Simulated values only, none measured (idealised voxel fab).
Process module in this document: voxel trench capacitor
Section shown: cut. Width: 255 nm. Cell size: 5 nm, square.
How to read a cross-section here: the picture is a grid of square cells, written as bands going from the top down, and any band can span one or more rows of cells.
For a band, the entry starts with two heights in nm, that of the top and then that of the bottom, and carries on with the band's materials in order from left to right, each alongside its width in nm; the word "edge to edge" beside a single material means it fills the band edge to edge, and "air" means empty space.
Beneath 0, the wafer as received is one material, and that level is where height counting begins. The lowest band goes on downward without a bottom; it is written like "0..down".
So if you see something like "30->40" for the width, read it as the top row of the band sitting at the first number and the bottom row at the second, with every row in between moving by the same amount as the last.
It should be understood that the words "stayed the same", when stated for a given step, signify that the cross-section underwent no change in any of its cells during that step.
"Closed internal voids" means: voids of 8 cells or more that are shut off from the top with no open way through. Written width x height at distance, distance from the left edge, in nm.
Step line, after settings: the simulator's comment on this step.
The setting "overlay nm" may be written on the line of a step. When the step uses a mask, the value reports how far to the right of the planned place the mask lay, and a negative value reports that it lay to the left.
Planned step list for the process
| 1 | RECEIVE | material Si |
| 2 | CONFORMAL_DEP | material SiN | thk nm 10 |
| 3 | MASKED_ETCH | tone open | mask id TRENCH | width nm 25 | pitch nm 50 | etch materials SiN | depth nm 10 | overlay nm 0 |
| 4 | MASKED_ETCH | tone open | mask id TRENCH | width nm 25 | pitch nm 50 | etch materials Si | depth nm 40 | overlay nm 0 |
| 5 | CONFORMAL_DEP | material Al2O3 | thk nm 5 |
| 6 | CONFORMAL_DEP | material TiN | thk nm 5 |
| 7 | FILL_DEP | material W | thk nm 5 |
| 8 | CMP | height nm 10 |
The first of a set of two wafers, run to plan
Cross-section of the incoming wafer, state after step 1
0..down  Si edge to edge
Closed internal voids: none
Cross-section: wafer state after step 2
10..0  SiN edge to edge
Unchanged below 0.
Cross-section: wafer state after step 3
10..0  SiN: 90 / air: 25 / SiN: 25 / air: 25 / SiN: 90
Unchanged below 0.
Cross-section: wafer state after step 4
10..0  SiN: 90 / air: 25 / SiN: 25 / air: 25 / SiN: 90
0..-40  Si: 90 / air: 25 / Si: 25 / air: 25 / Si: 90
Unchanged below -40.
Cross-section: wafer state after step 5
15..10  Al2O3: 95 / air: 15 / Al2O3: 35 / air: 15 / Al2O3: 95
10..0  SiN: 90 / Al2O3: 5 / air: 15 / Al2O3: 5 / SiN: 25 / Al2O3: 5 / air: 15 / Al2O3: 5 / SiN: 90
0..-35  Si: 90 / Al2O3: 5 / air: 15 / Al2O3: 5 / Si: 25 / Al2O3: 5 / air: 15 / Al2O3: 5 / Si: 90
-35..-40  Si: 90 / Al2O3: 25 / Si: 25 / Al2O3: 25 / Si: 90
Unchanged below -40.
Cross-section: wafer state after step 6
20..15  TiN: 100 / air: 5 / TiN: 45 / air: 5 / TiN: 100
15..10  Al2O3: 95 / TiN: 5 / air: 5 / TiN: 5 / Al2O3: 35 / TiN: 5 / air: 5 / TiN: 5 / Al2O3: 95
10..0  SiN: 90 / Al2O3: 5 / TiN: 5 / air: 5 / TiN: 5 / Al2O3: 5 / SiN: 25 / Al2O3: 5 / TiN: 5 / air: 5 / TiN: 5 / Al2O3: 5 / SiN: 90
0..-30  Si: 90 / Al2O3: 5 / TiN: 5 / air: 5 / TiN: 5 / Al2O3: 5 / Si: 25 / Al2O3: 5 / TiN: 5 / air: 5 / TiN: 5 / Al2O3: 5 / Si: 90
-30..-35  Si: 90 / Al2O3: 5 / TiN: 15 / Al2O3: 5 / Si: 25 / Al2O3: 5 / TiN: 15 / Al2O3: 5 / Si: 90
Unchanged below -35.
Cross-section: wafer state after step 7
25..20  W edge to edge
20..15  TiN: 100 / W: 5 / TiN: 45 / W: 5 / TiN: 100
15..10  Al2O3: 95 / TiN: 5 / W: 5 / TiN: 5 / Al2O3: 35 / TiN: 5 / W: 5 / TiN: 5 / Al2O3: 95
10..0  SiN: 90 / Al2O3: 5 / TiN: 5 / W: 5 / TiN: 5 / Al2O3: 5 / SiN: 25 / Al2O3: 5 / TiN: 5 / W: 5 / TiN: 5 / Al2O3: 5 / SiN: 90
0..-30  Si: 90 / Al2O3: 5 / TiN: 5 / W: 5 / TiN: 5 / Al2O3: 5 / Si: 25 / Al2O3: 5 / TiN: 5 / W: 5 / TiN: 5 / Al2O3: 5 / Si: 90
Unchanged below -30.
Cross-section: wafer state after step 8
10..0  SiN: 90 / Al2O3: 5 / TiN: 5 / W: 5 / TiN: 5 / Al2O3: 5 / SiN: 25 / Al2O3: 5 / TiN: 5 / W: 5 / TiN: 5 / Al2O3: 5 / SiN: 90
Unchanged below 0.
The remaining wafer, second of the two, started like the first and was run to the same plan, except that one mistake was made along the way; the two coincide through step 2, inclusive
Look at the second wafer in cross-section at the time step 3 ought to have finished
10..0  SiN: 95 / air: 25 / SiN: 25 / air: 25 / SiN: 85
Unchanged below 0.
Look at the second wafer in cross-section at the time step 4 ought to have finished
10..0  SiN: 95 / air: 25 / SiN: 25 / air: 25 / SiN: 85
0..-40  Si: 95 / air: 20 / Si: 30 / air: 20 / Si: 90
Unchanged below -40.
Look at the second wafer in cross-section at the time step 5 ought to have finished
15..10  Al2O3: 100 / air: 15 / Al2O3: 35 / air: 15 / Al2O3: 90
10..0  SiN: 95 / Al2O3: 5 / air: 15->10 / Al2O3: 5->10 / SiN: 25 / Al2O3: 5 / air: 15->10 / Al2O3: 5->10 / SiN: 85
0..-35  Si: 95 / Al2O3: 5 / air: 10 / Al2O3: 5 / Si: 30 / Al2O3: 5 / air: 10 / Al2O3: 5 / Si: 90
-35..-40  Si: 95 / Al2O3: 20 / Si: 30 / Al2O3: 20 / Si: 90
Unchanged below -40.
Look at the second wafer in cross-section at the time step 6 ought to have finished
20..15  TiN: 105 / air: 5 / TiN: 45 / air: 5 / TiN: 95
15..10  Al2O3: 100 / TiN: 5 / air: 5 / TiN: 5 / Al2O3: 35 / TiN: 5 / air: 5 / TiN: 5 / Al2O3: 90
10..0  SiN: 95 / Al2O3: 5 / TiN: 15->10 / Al2O3: 5->10 / SiN: 25 / Al2O3: 5 / TiN: 15->10 / Al2O3: 5->10 / SiN: 85
0..-35  Si: 95 / Al2O3: 5 / TiN: 10 / Al2O3: 5 / Si: 30 / Al2O3: 5 / TiN: 10 / Al2O3: 5 / Si: 90
Unchanged below -35.
Look at the second wafer in cross-section at the time step 7 ought to have finished
25..20  W edge to edge
20..15  TiN: 105 / W: 5 / TiN: 45 / W: 5 / TiN: 95
15..10  Al2O3: 100 / TiN: 5 / W: 5 / TiN: 5 / Al2O3: 35 / TiN: 5 / W: 5 / TiN: 5 / Al2O3: 90
Unchanged below 10.
Look at the second wafer in cross-section at the time step 8 ought to have finished
10..0  SiN: 95 / Al2O3: 5 / TiN: 15->10 / Al2O3: 5->10 / SiN: 25 / Al2O3: 5 / TiN: 15->10 / Al2O3: 5->10 / SiN: 85
Unchanged below 0.
Against the plan, the run slipped here: planned and actual differ for step 3; actual: MASKED_ETCH | tone open | mask id TRENCH | width nm 25 | pitch nm 50 | etch materials SiN | depth nm 10 | overlay nm 5
It is noted that, at the conclusion of processing, the second wafer exhibits a higher or lower cell count for certain materials relative to the first: Si: 16 more; W: 16 fewer
